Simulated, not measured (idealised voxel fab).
Title: Process Module voxel capacitor over wiring
Displayed cross-section: cut, width of 170 nm, square cells sized 5 nm.
Throughout this document, each cross-section is represented as a grid of square cells and is presented as a sequence of bands enumerated from the top downward, where a band comprises one or more rows of cells. It is stipulated that each band's entry specify, in nanometres, the height of the top of the band and then that of its bottom, followed by the materials of the band in left-to-right sequence, each together with its width in nanometres. A single material marked by the word "all across" is understood to fill the band from edge to edge; the word "blank" is understood to denote empty space. It should be noted that heights are counted from 0, beneath which the wafer as supplied is of one material throughout, and that the lowest band possesses no lower boundary but continues downward, as written in "0 -> down". The width entry "30->40" should be interpreted row by row: the top row of cells in the band takes the first number, the bottom row takes the second number, and the change between adjacent rows is uniform throughout. "stayed the same" -> step changed no cross-section cell. "Closed internal cavities" - sealed voids, min. 8 cells, no opening to top; format: width x height at distance (distance from left edge; nm throughout). What comes after the settings on a step's line is commentary from the simulator itself on that step. For masked steps, "overlay nm" on the step line gives how far right of plan the mask actually lay; a minus sign means it lay to the left. In what follows, pairs of cross-sections are presented, each taken before and after one process step, with the after cross-section shown only down to the lowest band that was altered; the step, together with its settings, is stated below the pair. The pairs may stem from different runs of this module on the same starting wafer; accordingly, a pair should be taken as continuing from the one above it solely where its entry headed "Before the process" indicates as much.
Before the process
- 40 -> 35 = blank (35), then TiN (20), then blank (55), then TiN (20), then blank (40)
- 35 -> 15 = W all across
- 15 -> 0 = SiO2 all across
- 0 -> down = Si all across
- Closed internal cavities: none
Post-Step Cross-Section
- 45 -> 40 = blank (30), then SiCN (30), then blank (45), then SiCN (30), then blank (35)
- 40 -> 35 = SiCN (35), then TiN (20), then SiCN (55), then TiN (20), then SiCN (40)
- Lower than 35, everything is as it was.
- Closed internal cavities: none
the step between: op CONFORMAL_DEP | material SiCN | thk nm 5
Before the process: taken from the pair above, after panel.
Post-Step Cross-Section
- 55 -> 45 = lowk all across
- 45 -> 40 = lowk (30), then SiCN (30), then lowk (45), then SiCN (30), then lowk (35)
- Lower than 40, everything is as it was.
- Closed internal cavities: none
the step between: op FILL_DEP | material lowk | thk nm 10
Before the process: taken from the pair above, after panel.
Post-Step Cross-Section
- 40 -> 35 = SiCN (35), then TiN (20), then SiCN (55), then TiN (20), then SiCN (40)
- Lower than 35, everything is as it was.
- Closed internal cavities: none
the step between: op CMP | height nm 40
Before the process: taken from the pair above, after panel.
Post-Step Cross-Section
- 45 -> 40 = SiCN all across
- Lower than 40, everything is as it was.
- Closed internal cavities: none
the step between: op CONFORMAL_DEP | material SiCN | thk nm 5
Before the process: taken from the pair above, after panel.
Post-Step Cross-Section
- 65 -> 45 = lowk all across
- Lower than 45, everything is as it was.
- Closed internal cavities: none
the step between: op DIRECTIONAL_DEP | material lowk | thk nm 20
Before the process: taken from the pair above, after panel.
Post-Step Cross-Section
- 65 -> 45 = lowk (40), then blank (15), then lowk (115)
- Lower than 45, everything is as it was.
- Closed internal cavities: none
the step between: op MASKED_ETCH | tone open | mask id PLUG_1 | width nm 15 | etch materials lowk | depth nm 20 | overlay nm 0
Before the process: taken from the pair above, after panel.
Post-Step Cross-Section
- 65 -> 45 = lowk (40), then blank (15), then lowk (115)
- 45 -> 40 = SiCN (40), then blank (15), then SiCN (115)
- Lower than 40, everything is as it was.
- Closed internal cavities: none
the step between: op MASKED_ETCH | tone open | mask id PLUG_1 | width nm 15 | etch materials SiCN | depth nm 5 | overlay nm 0
Before the process: taken from the pair above, after panel.
Post-Step Cross-Section
- 65 -> 50 = lowk (40), then blank (15), then lowk (115)
- 50 -> 45 = lowk (40), then Ru (15), then lowk (115)
- 45 -> 40 = SiCN (40), then Ru (15), then SiCN (115)
- Lower than 40, everything is as it was.
- Closed internal cavities: none
the step between: op EPI | material Ru | thk nm 10
Before the process: taken from the pair above, after panel.
Post-Step Cross-Section
- 65 -> 60 = lowk (40), then blank (15), then lowk (115)
- 60 -> 45 = lowk (40), then Ru (15), then lowk (115)
- Lower than 45, everything is as it was.
- Closed internal cavities: none
the step between: op EPI | material Ru | thk nm 10
Before the process: taken from the pair above, after panel.
Post-Step Cross-Section
- 65 -> 45 = lowk (40), then Ru (15), then lowk (115)
- Lower than 45, everything is as it was.
- Closed internal cavities: none
the step between: op EPI | material Ru | thk nm 5
Before the process: taken from the pair above, after panel.
Post-Step Cross-Section
- 75 -> 65 = TiN all across
- Lower than 65, everything is as it was.
- Closed internal cavities: none
the step between: op DIRECTIONAL_DEP | material TiN | thk nm 10
Before the process: taken from the pair above, after panel.
Post-Step Cross-Section
- 80 -> 75 = SiN all across
- Lower than 75, everything is as it was.
- Closed internal cavities: none
the step between: op DIRECTIONAL_DEP | material SiN | thk nm 5
Before the process: taken from the pair above, after panel.
Post-Step Cross-Section
- 85 -> 80 = TiN all across
- Lower than 80, everything is as it was.
- Closed internal cavities: none
the step between: op DIRECTIONAL_DEP | material TiN | thk nm 5
Before the process: taken from the pair above, after panel.
Post-Step Cross-Section
- 100 -> 85 = aC all across
- Lower than 85, everything is as it was.
- Closed internal cavities: none
the step between: op DIRECTIONAL_DEP | material aC | thk nm 15
Before the process: taken from the pair above, after panel.
Post-Step Cross-Section
- 130 -> 100 = blank (40), then resist (60), then blank (70)
- Lower than 100, everything is as it was.
- Closed internal cavities: none
the step between: op PATTERN | tone cover | mask id UPPER_PLATE | material resist | width nm 60 | thk nm 30 | overlay nm 0
Before the process: taken from the pair above, after panel.
Post-Step Cross-Section
- 115 -> 100 = blank (40), then resist (60), then blank (70)
- 100 -> 85 = blank (40), then aC (60), then blank (70)
- Lower than 85, everything is as it was.
- Closed internal cavities: none
the step between: op DIRECTIONAL_ETCH | etch materials aC | depth nm 15
Before the process: taken from the pair above, after panel.
Post-Step Cross-Section
- 100 -> 85 = blank (40), then aC (60), then blank (70)
- Lower than 85, everything is as it was.
- Closed internal cavities: none
the step between: op STRIP | etch materials resist
Before the process: taken from the pair above, after panel.
Post-Step Cross-Section
- 100 -> 85 = blank (40), then aC (60), then blank (70)
- 85 -> 80 = blank (40), then TiN (60), then blank (70)
- Lower than 80, everything is as it was.
- Closed internal cavities: none
the step between: op DIRECTIONAL_ETCH | etch materials TiN | depth nm 5
Before the process: taken from the pair above, after panel.
Post-Step Cross-Section
- 100 -> 85 = blank (40), then aC (60), then blank (70)
- 85 -> 80 = blank (40), then TiN (60), then blank (70)
- 80 -> 75 = blank (40), then SiN (60), then blank (70)
- Lower than 75, everything is as it was.
- Closed internal cavities: none
the step between: op DIRECTIONAL_ETCH | etch materials SiN | depth nm 5
Before the process: taken from the pair above, after panel.
Post-Step Cross-Section
- 85 -> 80 = blank (40), then TiN (60), then blank (70)
- Lower than 80, everything is as it was.
- Closed internal cavities: none
the step between: op STRIP | etch materials aC
Before the process: taken from the pair above, after panel.
Post-Step Cross-Section
- 100 -> 90 = blank (40), then aC (60), then blank (70)
- 90 -> 85 = aC all across
- 85 -> 80 = aC (40), then TiN (60), then aC (70)
- 80 -> 75 = aC (40), then SiN (60), then aC (70)
- Lower than 75, everything is as it was.
- Closed internal cavities: none
the step between: op DIRECTIONAL_DEP | material aC | thk nm 15
Before the process: taken from the pair above, after panel.
Post-Step Cross-Section
- 130 -> 100 = blank (35), then resist (70), then blank (65)
- 100 -> 90 = blank (35), then resist (5), then aC (60), then resist (5), then blank (65)
- Lower than 90, everything is as it was.
- Closed internal cavities: none
the step between: op PATTERN | tone cover | mask id LOWER_PLATE | material resist | width nm 70 | thk nm 30 | overlay nm 0
Before the process: taken from the pair above, after panel.
Post-Step Cross-Section
- 115 -> 100 = blank (35), then resist (70), then blank (65)
- 100 -> 90 = blank (35), then resist (5), then aC (60), then resist (5), then blank (65)
- 90 -> 85 = blank (35), then aC (70), then blank (65)
- 85 -> 80 = blank (35), then aC (5), then TiN (60), then aC (5), then blank (65)
- 80 -> 75 = blank (35), then aC (5), then SiN (60), then aC (5), then blank (65)
- Lower than 75, everything is as it was.
- Closed internal cavities: none
the step between: op DIRECTIONAL_ETCH | etch materials aC | depth nm 15
Before the process: taken from the pair above, after panel.
Post-Step Cross-Section
- 100 -> 90 = blank (40), then aC (60), then blank (70)
- Lower than 90, everything is as it was.
- Closed internal cavities: none
the step between: op STRIP | etch materials resist
Before the process: taken from the pair above, after panel.
Post-Step Cross-Section
- 100 -> 90 = blank (40), then aC (60), then blank (70)
- 90 -> 85 = blank (35), then aC (70), then blank (65)
- 85 -> 80 = blank (35), then aC (5), then TiN (60), then aC (5), then blank (65)
- 80 -> 75 = blank (35), then aC (5), then SiN (60), then aC (5), then blank (65)
- 75 -> 65 = blank (35), then TiN (70), then blank (65)
- Lower than 65, everything is as it was.
- Closed internal cavities: none
the step between: op DIRECTIONAL_ETCH | etch materials TiN | depth nm 10
Before the process: taken from the pair above, after panel.
Post-Step Cross-Section
- 85 -> 80 = blank (40), then TiN (60), then blank (70)
- 80 -> 75 = blank (40), then SiN (60), then blank (70)
- Lower than 75, everything is as it was.
- Closed internal cavities: none
the step between: op STRIP | etch materials aC
Before the process: taken from the pair above, after panel.
Post-Step Cross-Section
- 105 -> 85 = SiO2 all across
- 85 -> 80 = SiO2 (40), then TiN (60), then SiO2 (70)
- 80 -> 75 = SiO2 (40), then SiN (60), then SiO2 (70)
- 75 -> 65 = SiO2 (35), then TiN (70), then SiO2 (65)
- Lower than 65, everything is as it was.
- Closed internal cavities: none
the step between: op FILL_DEP | material SiO2 | thk nm 20
Before the process: taken from the pair above, after panel.
Post-Step Cross-Section
- 100 -> 85 = SiO2 all across
- Lower than 85, everything is as it was.
- Closed internal cavities: none
the step between: op CMP | height nm 100
Before the process: taken from the pair above, after panel.
Post-Step Cross-Section
- 100 -> 85 = SiO2 (50), then blank (15), then SiO2 (105)
- Lower than 85, everything is as it was.
- Closed internal cavities: none
the step between: op MASKED_ETCH | tone open | mask id PLUG_2 | width nm 15 | etch materials SiO2 | depth nm 15 | overlay nm 0
Before the process: taken from the pair above, after panel.
Post-Step Cross-Section
- 105 -> 100 = TiN (55), then blank (5), then TiN (110)
- 100 -> 90 = SiO2 (50), then TiN (5), then blank (5), then TiN (5), then SiO2 (105)
- 90 -> 80 = SiO2 (50->40), then TiN (15->60), then SiO2 (105->70)
- Lower than 80, everything is as it was.
- Closed internal cavities: none
the step between: op CONFORMAL_DEP | material TiN | thk nm 5
Before the process: taken from the pair above, after panel.
Post-Step Cross-Section
- 110 -> 105 = W all across
- 105 -> 100 = TiN (55), then W (5), then TiN (110)
- 100 -> 90 = SiO2 (50), then TiN (5), then W (5), then TiN (5), then SiO2 (105)
- Lower than 90, everything is as it was.
- Closed internal cavities: none
the step between: op FILL_DEP | material W | thk nm 5
Before the process: taken from the pair above, after panel.
Post-Step Cross-Section
- 100 -> 90 = SiO2 (50), then TiN (5), then W (5), then TiN (5), then SiO2 (105)
- Lower than 90, everything is as it was.
- Closed internal cavities: none
the step between: op CMP | height nm 100
Before the process: taken from the pair above, after panel.
Post-Step Cross-Section
- 105 -> 100 = SiCN all across
- Lower than 100, everything is as it was.
- Closed internal cavities: none
the step between: op CONFORMAL_DEP | material SiCN | thk nm 5
Before the process
- 110 -> 105 = W all across
- 105 -> 100 = TiN (55), then W (5), then TiN (110)
- 100 -> 90 = SiO2 (50), then TiN (5), then W (5), then TiN (5), then SiO2 (105)
- 90 -> 80 = SiO2 (50->40), then TiN (15->60), then SiO2 (105->70)
- 80 -> 75 = SiO2 (40), then SiN (60), then SiO2 (70)
- 75 -> 65 = SiO2 (35), then TiN (70), then SiO2 (65)
- 65 -> 45 = lowk (40), then Ru (15), then lowk (115)
- 45 -> 40 = SiCN (40), then Ru (15), then SiCN (115)
- 40 -> 20 = lowk (30), then SiCN (5), then W (20), then SiCN (5), then lowk (45), then SiCN (5), then W (20), then SiCN (5), then lowk (35)
- 20 -> 15 = SiCN (35), then TiN (20), then SiCN (55), then TiN (20), then SiCN (40)
- 15 -> 0 = SiO2 all across
- 0 -> down = Si all across
- Closed internal cavities: none
Post-Step Cross-Section
- 95 -> 90 = SiO2 (50), then TiN (5), then W (5), then TiN (5), then SiO2 (105)
- Lower than 90, everything is as it was.
- Closed internal cavities: none
the step between: op CMP | height nm 95
Before the process: taken from the pair above, after panel.
Post-Step Cross-Section
- 100 -> 95 = SiCN all across
- Lower than 95, everything is as it was.
- Closed internal cavities: none
the step between: op CONFORMAL_DEP | material SiCN | thk nm 5
Before the process
- 100 -> 85 = aC all across
- 85 -> 80 = TiN all across
- 80 -> 75 = SiN all across
- 75 -> 65 = TiN all across
- 65 -> 45 = lowk (40), then Ru (15), then lowk (115)
- 45 -> 40 = SiCN (40), then Ru (15), then SiCN (115)
- 40 -> 20 = lowk (30), then SiCN (5), then W (20), then SiCN (5), then lowk (45), then SiCN (5), then W (20), then SiCN (5), then lowk (35)
- 20 -> 15 = SiCN (35), then TiN (20), then SiCN (55), then TiN (20), then SiCN (40)
- 15 -> 0 = SiO2 all across
- 0 -> down = Si all across
- Closed internal cavities: none
Post-Step Cross-Section
- 130 -> 100 = blank (45), then resist (55), then blank (70)
- Lower than 100, everything is as it was.
- Closed internal cavities: none
the step between: op PATTERN | tone cover | mask id UPPER_PLATE | material resist | width nm 55 | thk nm 30 | overlay nm 0
Before the process: taken from the pair above, after panel.
Post-Step Cross-Section
- 115 -> 100 = blank (45), then resist (55), then blank (70)
- 100 -> 85 = blank (45), then aC (55), then blank (70)
- Lower than 85, everything is as it was.
- Closed internal cavities: none
the step between: op DIRECTIONAL_ETCH | etch materials aC | depth nm 15
Before the process: taken from the pair above, after panel.
Post-Step Cross-Section
- 100 -> 85 = blank (45), then aC (55), then blank (70)
- Lower than 85, everything is as it was.
- Closed internal cavities: none
the step between: op STRIP | etch materials resist
Before the process: taken from the pair above, after panel.
Post-Step Cross-Section
- 100 -> 85 = blank (45), then aC (55), then blank (70)
- 85 -> 80 = blank (45), then TiN (55), then blank (70)
- Lower than 80, everything is as it was.
- Closed internal cavities: none
the step between: op DIRECTIONAL_ETCH | etch materials TiN | depth nm 5
Before the process: taken from the pair above, after panel.
Post-Step Cross-Section
- 100 -> 85 = blank (45), then aC (55), then blank (70)
- 85 -> 80 = blank (45), then TiN (55), then blank (70)
- 80 -> 75 = blank (45), then SiN (55), then blank (70)
- Lower than 75, everything is as it was.
- Closed internal cavities: none
the step between: op DIRECTIONAL_ETCH | etch materials SiN | depth nm 5
Before the process: taken from the pair above, after panel.
Post-Step Cross-Section
- 85 -> 80 = blank (45), then TiN (55), then blank (70)
- Lower than 80, everything is as it was.
- Closed internal cavities: none
the step between: op STRIP | etch materials aC
Before the process: taken from the pair above, after panel.
Post-Step Cross-Section
- 100 -> 90 = blank (45), then aC (55), then blank (70)
- 90 -> 85 = aC all across
- 85 -> 80 = aC (45), then TiN (55), then aC (70)
- 80 -> 75 = aC (45), then SiN (55), then aC (70)
- Lower than 75, everything is as it was.
- Closed internal cavities: none
the step between: op DIRECTIONAL_DEP | material aC | thk nm 15
Before the process: taken from the pair above, after panel.
Post-Step Cross-Section
- 130 -> 100 = blank (35), then resist (70), then blank (65)
- 100 -> 90 = blank (35), then resist (10), then aC (55), then resist (5), then blank (65)
- Lower than 90, everything is as it was.
- Closed internal cavities: none
the step between: op PATTERN | tone cover | mask id LOWER_PLATE | material resist | width nm 70 | thk nm 30 | overlay nm 0
Before the process: taken from the pair above, after panel.
Post-Step Cross-Section
- 115 -> 100 = blank (35), then resist (70), then blank (65)
- 100 -> 90 = blank (35), then resist (10), then aC (55), then resist (5), then blank (65)
- 90 -> 85 = blank (35), then aC (70), then blank (65)
- 85 -> 80 = blank (35), then aC (10), then TiN (55), then aC (5), then blank (65)
- 80 -> 75 = blank (35), then aC (10), then SiN (55), then aC (5), then blank (65)
- Lower than 75, everything is as it was.
- Closed internal cavities: none
the step between: op DIRECTIONAL_ETCH | etch materials aC | depth nm 15
Before the process: taken from the pair above, after panel.
Post-Step Cross-Section
- 100 -> 90 = blank (45), then aC (55), then blank (70)
- Lower than 90, everything is as it was.
- Closed internal cavities: none
the step between: op STRIP | etch materials resist
Before the process: taken from the pair above, after panel.
Post-Step Cross-Section
- 100 -> 90 = blank (45), then aC (55), then blank (70)
- 90 -> 85 = blank (35), then aC (70), then blank (65)
- 85 -> 80 = blank (35), then aC (10), then TiN (55), then aC (5), then blank (65)
- 80 -> 75 = blank (35), then aC (10), then SiN (55), then aC (5), then blank (65)
- 75 -> 65 = blank (35), then TiN (70), then blank (65)
- Lower than 65, everything is as it was.
- Closed internal cavities: none
the step between: op DIRECTIONAL_ETCH | etch materials TiN | depth nm 10
Before the process: taken from the pair above, after panel.
Post-Step Cross-Section
- 85 -> 80 = blank (45), then TiN (55), then blank (70)
- 80 -> 75 = blank (45), then SiN (55), then blank (70)
- Lower than 75, everything is as it was.
- Closed internal cavities: none
the step between: op STRIP | etch materials aC
Before the process: taken from the pair above, after panel.
Post-Step Cross-Section
- 105 -> 85 = SiO2 all across
- 85 -> 80 = SiO2 (45), then TiN (55), then SiO2 (70)
- 80 -> 75 = SiO2 (45), then SiN (55), then SiO2 (70)
- 75 -> 65 = SiO2 (35), then TiN (70), then SiO2 (65)
- Lower than 65, everything is as it was.
- Closed internal cavities: none
the step between: op FILL_DEP | material SiO2 | thk nm 20
Before the process: taken from the pair above, after panel.
Post-Step Cross-Section
- 100 -> 85 = SiO2 all across
- Lower than 85, everything is as it was.
- Closed internal cavities: none
the step between: op CMP | height nm 100
Before the process: taken from the pair above, after panel.
Post-Step Cross-Section
- 100 -> 85 = SiO2 (50), then blank (15), then SiO2 (105)
- Lower than 85, everything is as it was.
- Closed internal cavities: none
the step between: op MASKED_ETCH | tone open | mask id PLUG_2 | width nm 15 | etch materials SiO2 | depth nm 15 | overlay nm 0
Before the process: taken from the pair above, after panel.
Post-Step Cross-Section
- 105 -> 100 = TiN (55), then blank (5), then TiN (110)
- 100 -> 90 = SiO2 (50), then TiN (5), then blank (5), then TiN (5), then SiO2 (105)
- 90 -> 80 = SiO2 (50->45), then TiN (15->55), then SiO2 (105->70)
- Lower than 80, everything is as it was.
- Closed internal cavities: none
the step between: op CONFORMAL_DEP | material TiN | thk nm 5
Before the process: taken from the pair above, after panel.
Post-Step Cross-Section
- 110 -> 105 = W all across
- 105 -> 100 = TiN (55), then W (5), then TiN (110)
- 100 -> 90 = SiO2 (50), then TiN (5), then W (5), then TiN (5), then SiO2 (105)
- Lower than 90, everything is as it was.
- Closed internal cavities: none
the step between: op FILL_DEP | material W | thk nm 5
Before the process: taken from the pair above, after panel.
Post-Step Cross-Section
- 100 -> 90 = SiO2 (50), then TiN (5), then W (5), then TiN (5), then SiO2 (105)
- Lower than 90, everything is as it was.
- Closed internal cavities: none
the step between: op CMP | height nm 100
Before the process: taken from the pair above, after panel.
Post-Step Cross-Section
- 105 -> 100 = SiCN all across
- Lower than 100, everything is as it was.
- Closed internal cavities: none
the step between: op CONFORMAL_DEP | material SiCN | thk nm 5
Before the process
- 40 -> 20 = W all across
- 20 -> 15 = TiN all across
- 15 -> 0 = SiO2 all across
- 0 -> down = Si all across
- Closed internal cavities: none
Post-Step Cross-Section
- 55 -> 40 = blank (40), then resist (20), then blank (55), then resist (20), then blank (35)
- Lower than 40, everything is as it was.
- Closed internal cavities: none
the step between: op PATTERN | tone cover | mask id METAL_1 | material resist | width nm 20 | pitch nm 75 | thk nm 15 | overlay nm 5
Before the process: taken from the pair above, after panel.
Post-Step Cross-Section
- 55 -> 40 = blank (40), then resist (20), then blank (55), then resist (20), then blank (35)
- 40 -> 20 = blank (40), then W (20), then blank (55), then W (20), then blank (35)
- Lower than 20, everything is as it was.
- Closed internal cavities: none
the step between: op DIRECTIONAL_ETCH | etch materials W | depth nm 20
Before the process: taken from the pair above, after panel.
Post-Step Cross-Section
- 55 -> 40 = blank (40), then resist (20), then blank (55), then resist (20), then blank (35)
- 40 -> 20 = blank (40), then W (20), then blank (55), then W (20), then blank (35)
- 20 -> 15 = blank (40), then TiN (20), then blank (55), then TiN (20), then blank (35)
- Lower than 15, everything is as it was.
- Closed internal cavities: none
the step between: op DIRECTIONAL_ETCH | etch materials TiN | depth nm 5
Before the process: taken from the pair above, after panel.
Post-Step Cross-Section
- 40 -> 20 = blank (40), then W (20), then blank (55), then W (20), then blank (35)
- Lower than 20, everything is as it was.
- Closed internal cavities: none
the step between: op STRIP | etch materials resist
Before the process: taken from the pair above, after panel.
Post-Step Cross-Section
- 45 -> 40 = blank (35), then SiCN (30), then blank (45), then SiCN (30), then blank (30)
- 40 -> 20 = blank (35), then SiCN (5), then W (20), then SiCN (5), then blank (45), then SiCN (5), then W (20), then SiCN (5), then blank (30)
- 20 -> 15 = SiCN (40), then TiN (20), then SiCN (55), then TiN (20), then SiCN (35)
- Lower than 15, everything is as it was.
- Closed internal cavities: none
the step between: op CONFORMAL_DEP | material SiCN | thk nm 5
Before the process: taken from the pair above, after panel.
Post-Step Cross-Section
- 55 -> 45 = lowk all across
- 45 -> 40 = lowk (35), then SiCN (30), then lowk (45), then SiCN (30), then lowk (30)
- 40 -> 20 = lowk (35), then SiCN (5), then W (20), then SiCN (5), then lowk (45), then SiCN (5), then W (20), then SiCN (5), then lowk (30)
- Lower than 20, everything is as it was.
- Closed internal cavities: none
the step between: op FILL_DEP | material lowk | thk nm 10
Before the process: taken from the pair above, after panel.
Post-Step Cross-Section
- 40 -> 20 = lowk (35), then SiCN (5), then W (20), then SiCN (5), then lowk (45), then SiCN (5), then W (20), then SiCN (5), then lowk (30)
- Lower than 20, everything is as it was.
- Closed internal cavities: none
the step between: op CMP | height nm 40
Before the process: taken from the pair above, after panel.
Post-Step Cross-Section
- 45 -> 40 = SiCN all across
- Lower than 40, everything is as it was.
- Closed internal cavities: none
the step between: op CONFORMAL_DEP | material SiCN | thk nm 5
Before the process: taken from the pair above, after panel.
Post-Step Cross-Section
- 65 -> 45 = lowk all across
- Lower than 45, everything is as it was.
- Closed internal cavities: none
the step between: op DIRECTIONAL_DEP | material lowk | thk nm 20
Before the process: taken from the pair above, after panel.
Post-Step Cross-Section
- 65 -> 45 = lowk (40), then blank (15), then lowk (115)
- Lower than 45, everything is as it was.
- Closed internal cavities: none
the step between: op MASKED_ETCH | tone open | mask id PLUG_1 | width nm 15 | etch materials lowk | depth nm 20 | overlay nm 0
Before the process: taken from the pair above, after panel.
Post-Step Cross-Section
- 65 -> 45 = lowk (40), then blank (15), then lowk (115)
- 45 -> 40 = SiCN (40), then blank (15), then SiCN (115)
- Lower than 40, everything is as it was.
- Closed internal cavities: none
the step between: op MASKED_ETCH | tone open | mask id PLUG_1 | width nm 15 | etch materials SiCN | depth nm 5 | overlay nm 0
Before the process: taken from the pair above, after panel.
Post-Step Cross-Section
- 65 -> 50 = lowk (40), then blank (15), then lowk (115)
- 50 -> 45 = lowk (40), then Ru (15), then lowk (115)
- 45 -> 40 = SiCN (40), then Ru (15), then SiCN (115)
- Lower than 40, everything is as it was.
- Closed internal cavities: none
the step between: op EPI | material Ru | thk nm 10
Before the process: taken from the pair above, after panel.
Post-Step Cross-Section
- 65 -> 60 = lowk (40), then blank (15), then lowk (115)
- 60 -> 45 = lowk (40), then Ru (15), then lowk (115)
- Lower than 45, everything is as it was.
- Closed internal cavities: none
the step between: op EPI | material Ru | thk nm 10
Before the process: taken from the pair above, after panel.
Post-Step Cross-Section
- 65 -> 45 = lowk (40), then Ru (15), then lowk (115)
- Lower than 45, everything is as it was.
- Closed internal cavities: none
the step between: op EPI | material Ru | thk nm 5
Before the process: taken from the pair above, after panel.
Post-Step Cross-Section
- 75 -> 65 = TiN all across
- Lower than 65, everything is as it was.
- Closed internal cavities: none
the step between: op DIRECTIONAL_DEP | material TiN | thk nm 10
Before the process: taken from the pair above, after panel.
Post-Step Cross-Section
- 80 -> 75 = SiN all across
- Lower than 75, everything is as it was.
- Closed internal cavities: none
the step between: op DIRECTIONAL_DEP | material SiN | thk nm 5
Before the process: taken from the pair above, after panel.
Post-Step Cross-Section
- 85 -> 80 = TiN all across
- Lower than 80, everything is as it was.
- Closed internal cavities: none
the step between: op DIRECTIONAL_DEP | material TiN | thk nm 5
Before the process: taken from the pair above, after panel.
Post-Step Cross-Section
- 100 -> 85 = aC all across
- Lower than 85, everything is as it was.
- Closed internal cavities: none
the step between: op DIRECTIONAL_DEP | material aC | thk nm 15
Before the process: taken from the pair above, after panel.
Post-Step Cross-Section
- 130 -> 100 = blank (40), then resist (60), then blank (70)
- Lower than 100, everything is as it was.
- Closed internal cavities: none
the step between: op PATTERN | tone cover | mask id UPPER_PLATE | material resist | width nm 60 | thk nm 30 | overlay nm 0
Before the process: taken from the pair above, after panel.
Post-Step Cross-Section
- 115 -> 100 = blank (40), then resist (60), then blank (70)
- 100 -> 85 = blank (40), then aC (60), then blank (70)
- Lower than 85, everything is as it was.
- Closed internal cavities: none
the step between: op DIRECTIONAL_ETCH | etch materials aC | depth nm 15
Before the process: taken from the pair above, after panel.
Post-Step Cross-Section
- 100 -> 85 = blank (40), then aC (60), then blank (70)
- Lower than 85, everything is as it was.
- Closed internal cavities: none
the step between: op STRIP | etch materials resist
Before the process: taken from the pair above, after panel.
Post-Step Cross-Section
- 100 -> 85 = blank (40), then aC (60), then blank (70)
- 85 -> 80 = blank (40), then TiN (60), then blank (70)
- Lower than 80, everything is as it was.
- Closed internal cavities: none
the step between: op DIRECTIONAL_ETCH | etch materials TiN | depth nm 5
Before the process: taken from the pair above, after panel.
Post-Step Cross-Section
- 100 -> 85 = blank (40), then aC (60), then blank (70)
- 85 -> 80 = blank (40), then TiN (60), then blank (70)
- 80 -> 75 = blank (40), then SiN (60), then blank (70)
- Lower than 75, everything is as it was.
- Closed internal cavities: none
the step between: op DIRECTIONAL_ETCH | etch materials SiN | depth nm 5
Before the process: taken from the pair above, after panel.
Post-Step Cross-Section
- 85 -> 80 = blank (40), then TiN (60), then blank (70)
- Lower than 80, everything is as it was.
- Closed internal cavities: none
the step between: op STRIP | etch materials aC
Before the process: taken from the pair above, after panel.
Post-Step Cross-Section
- 100 -> 90 = blank (40), then aC (60), then blank (70)
- 90 -> 85 = aC all across
- 85 -> 80 = aC (40), then TiN (60), then aC (70)
- 80 -> 75 = aC (40), then SiN (60), then aC (70)
- Lower than 75, everything is as it was.
- Closed internal cavities: none
the step between: op DIRECTIONAL_DEP | material aC | thk nm 15
Before the process: taken from the pair above, after panel.
Post-Step Cross-Section
- 130 -> 100 = blank (35), then resist (70), then blank (65)
- 100 -> 90 = blank (35), then resist (5), then aC (60), then resist (5), then blank (65)
- Lower than 90, everything is as it was.
- Closed internal cavities: none
the step between: op PATTERN | tone cover | mask id LOWER_PLATE | material resist | width nm 70 | thk nm 30 | overlay nm 0
Before the process: taken from the pair above, after panel.
Post-Step Cross-Section
- 115 -> 100 = blank (35), then resist (70), then blank (65)
- 100 -> 90 = blank (35), then resist (5), then aC (60), then resist (5), then blank (65)
- 90 -> 85 = blank (35), then aC (70), then blank (65)
- 85 -> 80 = blank (35), then aC (5), then TiN (60), then aC (5), then blank (65)
- 80 -> 75 = blank (35), then aC (5), then SiN (60), then aC (5), then blank (65)
- Lower than 75, everything is as it was.
- Closed internal cavities: none
the step between: op DIRECTIONAL_ETCH | etch materials aC | depth nm 15
Before the process: taken from the pair above, after panel.
Post-Step Cross-Section
- 100 -> 90 = blank (40), then aC (60), then blank (70)
- Lower than 90, everything is as it was.
- Closed internal cavities: none
the step between: op STRIP | etch materials resist
Before the process: taken from the pair above, after panel.
Post-Step Cross-Section
- 100 -> 90 = blank (40), then aC (60), then blank (70)
- 90 -> 85 = blank (35), then aC (70), then blank (65)
- 85 -> 80 = blank (35), then aC (5), then TiN (60), then aC (5), then blank (65)
- 80 -> 75 = blank (35), then aC (5), then SiN (60), then aC (5), then blank (65)
- 75 -> 65 = blank (35), then TiN (70), then blank (65)
- Lower than 65, everything is as it was.
- Closed internal cavities: none
the step between: op DIRECTIONAL_ETCH | etch materials TiN | depth nm 10
Before the process: taken from the pair above, after panel.
Post-Step Cross-Section
- 85 -> 80 = blank (40), then TiN (60), then blank (70)
- 80 -> 75 = blank (40), then SiN (60), then blank (70)
- Lower than 75, everything is as it was.
- Closed internal cavities: none
the step between: op STRIP | etch materials aC
Before the process: taken from the pair above, after panel.
Post-Step Cross-Section
- 105 -> 85 = SiO2 all across
- 85 -> 80 = SiO2 (40), then TiN (60), then SiO2 (70)
- 80 -> 75 = SiO2 (40), then SiN (60), then SiO2 (70)
- 75 -> 65 = SiO2 (35), then TiN (70), then SiO2 (65)
- Lower than 65, everything is as it was.
- Closed internal cavities: none
the step between: op FILL_DEP | material SiO2 | thk nm 20
Before the process: taken from the pair above, after panel.
Post-Step Cross-Section
- 100 -> 85 = SiO2 all across
- Lower than 85, everything is as it was.
- Closed internal cavities: none
the step between: op CMP | height nm 100
Before the process: taken from the pair above, after panel.
Post-Step Cross-Section
- 100 -> 85 = SiO2 (50), then blank (15), then SiO2 (105)
- Lower than 85, everything is as it was.
- Closed internal cavities: none
the step between: op MASKED_ETCH | tone open | mask id PLUG_2 | width nm 15 | etch materials SiO2 | depth nm 15 | overlay nm 0
Before the process: taken from the pair above, after panel.
Post-Step Cross-Section
- 105 -> 100 = TiN (55), then blank (5), then TiN (110)
- 100 -> 90 = SiO2 (50), then TiN (5), then blank (5), then TiN (5), then SiO2 (105)
- 90 -> 80 = SiO2 (50->40), then TiN (15->60), then SiO2 (105->70)
- Lower than 80, everything is as it was.
- Closed internal cavities: none
the step between: op CONFORMAL_DEP | material TiN | thk nm 5
Before the process: taken from the pair above, after panel.
Post-Step Cross-Section
- 110 -> 105 = W all across
- 105 -> 100 = TiN (55), then W (5), then TiN (110)
- 100 -> 90 = SiO2 (50), then TiN (5), then W (5), then TiN (5), then SiO2 (105)
- Lower than 90, everything is as it was.
- Closed internal cavities: none
the step between: op FILL_DEP | material W | thk nm 5
Before the process: taken from the pair above, after panel.
Post-Step Cross-Section
- 100 -> 90 = SiO2 (50), then TiN (5), then W (5), then TiN (5), then SiO2 (105)
- Lower than 90, everything is as it was.
- Closed internal cavities: none
the step between: op CMP | height nm 100
Before the process: taken from the pair above, after panel.
Post-Step Cross-Section
- 105 -> 100 = SiCN all across
- Lower than 100, everything is as it was.
- Closed internal cavities: none
the step between: op CONFORMAL_DEP | material SiCN | thk nm 5
